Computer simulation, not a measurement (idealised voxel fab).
process module | voxel released beams
cross-section cut | 210 nm wide | cells 5 nm
A cross-section is a grid of square cells, given in bands from the top down. A band is one or more rows of cells.
Each band's line starts with the height of the band's top and of its bottom, in nm. Then come its materials from left to right, each with its width in nm. One material with "throughout" fills the band from edge to edge. "air" is empty space.
Height 0 is the level under which the wafer as received is all one material. The lowest band goes on downwards, as in "0 down".
A width such as "30 to 40" changes by the same amount from each row of cells to the next, from the band's top row to its bottom row.
"no change" after a step means that no cell of the cross-section changed.
closed voids: empty space of 8 cells or more with no open way to the top, each as width x height at its distance from the left edge, in nm
after a step's settings: what the simulator itself notes on the step
overlay nm, on a step with a mask: how far to the right of its planned place the mask lay; to the left if negative
plan
1 op RECEIVE | material Si
2 op CONFORMAL_DEP | material Al2O3 | thk nm 10
3 op DIRECTIONAL_DEP | material SiO2 | thk nm 10
4 op PATTERN | tone open | mask id ANCHOR | material resist | width nm 35 | thk nm 15 | overlay nm 0
5 op DIRECTIONAL_ETCH | etch materials SiO2 | depth nm 10
6 op STRIP | etch materials resist
7 op CONFORMAL_DEP | material SiN | thk nm 15
8 op PATTERN | tone cover | mask id BEAM | material resist | width nm 105 | thk nm 15 | overlay nm 0
9 op DIRECTIONAL_ETCH | etch materials SiN | depth nm 15
10 op STRIP | etch materials resist
11 op STRIP | etch materials SiO2
as received, after step 1
  0 down: Si throughout
  closed voids: none
a wafer at the end: this start, this plan, one mistake
  50 to 35: air 50 | SiN 105 | air 55
  35 to 20: SiN throughout
  20 to 10: SiO2 55 | SiN 35 | SiO2 120
  10 to 0: Al2O3 throughout
  0 down: Si throughout
  closed voids: none
what went wrong: step 7 was run twice
